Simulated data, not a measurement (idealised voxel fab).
process module | voxel capacitor over wiring
cross-section cut | 250 nm wide | cells 5 nm
A cross-section is a grid of square cells, given in bands from the top down. A band is one or more rows of cells.
Each band's line starts with the height of the band's top and of its bottom, in nm. Then come its materials from left to right, each with its width in nm. One material with "throughout" fills the band from edge to edge. "air" is empty space.
Height 0 is the level under which the wafer as received is all one material. The lowest band goes on downwards, as in "0 down".
A width such as "30 to 40" changes by the same amount from each row of cells to the next, from the band's top row to its bottom row.
"no change" after a step means that no cell of the cross-section changed.
closed voids: empty space of 8 cells or more with no open way to the top, each as width x height at its distance from the left edge, in nm
after a step's settings: what the simulator itself notes on the step
overlay nm, on a step with a mask: how far to the right of its planned place the mask lay; to the left if negative
plan
1 op RECEIVE | material Si
2 op CONFORMAL_DEP | material SiO2 | thk nm 15
3 op DIRECTIONAL_DEP | material TiN | thk nm 5
4 op DIRECTIONAL_DEP | material W | thk nm 15
5 op MASKED_ETCH | tone cover | mask id METAL_1 | width nm 25 | pitch nm 75 | etch materials W | depth nm 15 | overlay nm 0
6 op MASKED_ETCH | tone cover | mask id METAL_1 | width nm 25 | pitch nm 75 | etch materials TiN | depth nm 5 | overlay nm 0
7 op FILL_DEP | material lowk | thk nm 10
8 op CMP | height nm 35
9 op CONFORMAL_DEP | material SiCN | thk nm 5
10 op DIRECTIONAL_DEP | material SiO2 | thk nm 15
11 op DIRECTIONAL_DEP | material aC | thk nm 15
12 op PATTERN | tone open | mask id PLUG_1 | material resist | width nm 15 | thk nm 30 | overlay nm 0
13 op DIRECTIONAL_ETCH | etch materials aC | depth nm 15
14 op STRIP | etch materials resist
15 op DIRECTIONAL_ETCH | etch materials SiO2 | depth nm 15
16 op DIRECTIONAL_ETCH | etch materials SiCN | depth nm 5
17 op STRIP | etch materials aC
18 op CONFORMAL_DEP | material TiN | thk nm 5
19 op FILL_DEP | material Cu | thk nm 10
20 op CMP | height nm 55
21 op DIRECTIONAL_DEP | material TiN | thk nm 5
22 op DIRECTIONAL_DEP | material Al2O3 | thk nm 5
23 op DIRECTIONAL_DEP | material TiN | thk nm 10
24 op DIRECTIONAL_DEP | material aC | thk nm 10
25 op PATTERN | tone cover | mask id UPPER_PLATE | material resist | width nm 55 | thk nm 30 | overlay nm -15
26 op DIRECTIONAL_ETCH | etch materials aC | depth nm 10
27 op STRIP | etch materials resist
28 op DIRECTIONAL_ETCH | etch materials TiN | depth nm 10
29 op DIRECTIONAL_ETCH | etch materials Al2O3 | depth nm 5
30 op STRIP | etch materials aC
31 op DIRECTIONAL_DEP | material aC | thk nm 15
32 op PATTERN | tone cover | mask id LOWER_PLATE | material resist | width nm 65 | thk nm 30 | overlay nm 0
33 op DIRECTIONAL_ETCH | etch materials aC | depth nm 15
34 op STRIP | etch materials resist
35 op DIRECTIONAL_ETCH | etch materials TiN | depth nm 5
36 op STRIP | etch materials aC
37 op FILL_DEP | material SiO2 | thk nm 20
38 op CMP | height nm 90
39 op DIRECTIONAL_DEP | material aC | thk nm 10
40 op PATTERN | tone open | mask id PLUG_2 | material resist | width nm 15 | thk nm 30 | overlay nm 0
41 op DIRECTIONAL_ETCH | etch materials aC | depth nm 10
42 op STRIP | etch materials resist
43 op DIRECTIONAL_ETCH | etch materials SiO2 | depth nm 15
44 op STRIP | etch materials aC
45 op CONFORMAL_DEP | material TiN | thk nm 5
46 op FILL_DEP | material W | thk nm 5
47 op CMP | height nm 90
48 op CONFORMAL_DEP | material SiCN | thk nm 5
varied across the wafers: overlay nm of step 25. The plan shows the first wafer's value. All wafers start alike
first wafer as received, after step 1
  0 down: Si throughout
  closed voids: none
first wafer at the end, after step 48
  95 to 90: SiCN throughout
  90 to 80: SiO2 95 | TiN 5 | W 5 | TiN 5 | SiO2 140
  80 to 70: SiO2 95 to 80 | TiN 15 to 45 | SiO2 140 to 125
  70 to 65: SiO2 70 | TiN 55 | SiO2 125
  65 to 60: SiO2 70 | Al2O3 55 | SiO2 125
  60 to 55: SiO2 70 | TiN 75 | SiO2 105
  55 to 40: SiO2 85 | TiN 5 | Cu 5 | TiN 5 | SiO2 150
  40 to 35: SiCN 85 | TiN 15 | SiCN 150
  35 to 20: lowk 75 | W 25 | lowk 50 | W 25 | lowk 75
  20 to 15: lowk 75 | TiN 25 | lowk 50 | TiN 25 | lowk 75
  15 to 0: SiO2 throughout
  0 down: Si throughout
  closed voids: none
last wafer at the end
  95 to 90: SiCN throughout
  90 to 80: SiO2 95 | TiN 5 | W 5 | TiN 5 | SiO2 140
  80 to 70: SiO2 95 to 100 | TiN 15 to 45 | SiO2 140 to 105
  70 to 65: SiO2 100 | TiN 55 | SiO2 95
  65 to 60: SiO2 100 | Al2O3 55 | SiO2 95
  60 to 55: SiO2 80 | TiN 75 | SiO2 95
  55 to 40: SiO2 85 | TiN 5 | Cu 5 | TiN 5 | SiO2 150
  40 to 35: SiCN 85 | TiN 15 | SiCN 150
  35 to 20: lowk 75 | W 25 | lowk 50 | W 25 | lowk 75
  20 to 15: lowk 75 | TiN 25 | lowk 50 | TiN 25 | lowk 75
  15 to 0: SiO2 throughout
  0 down: Si throughout
  closed voids: none
each wafer at the end: cells of each material gained (+) or lost (-) since it was received, then its closed voids
overlay nm -15 | +11 Al2O3 | +3 Cu | +97 SiCN | +586 SiO2 | +61 TiN | +32 W | +160 lowk | closed voids: none
overlay nm -10 | +11 Al2O3 | +3 Cu | +97 SiCN | +586 SiO2 | +61 TiN | +32 W | +160 lowk | closed voids: none
overlay nm -5 | +11 Al2O3 | +3 Cu | +97 SiCN | +586 SiO2 | +61 TiN | +32 W | +160 lowk | closed voids: none
overlay nm 0 | +11 Al2O3 | +3 Cu | +97 SiCN | +586 SiO2 | +61 TiN | +32 W | +160 lowk | closed voids: none
overlay nm 5 | +11 Al2O3 | +3 Cu | +97 SiCN | +586 SiO2 | +61 TiN | +32 W | +160 lowk | closed voids: none
overlay nm 10 | +11 Al2O3 | +3 Cu | +97 SiCN | +586 SiO2 | +61 TiN | +32 W | +160 lowk | closed voids: none
overlay nm 15 | +11 Al2O3 | +3 Cu | +97 SiCN | +586 SiO2 | +61 TiN | +32 W | +160 lowk | closed voids: none
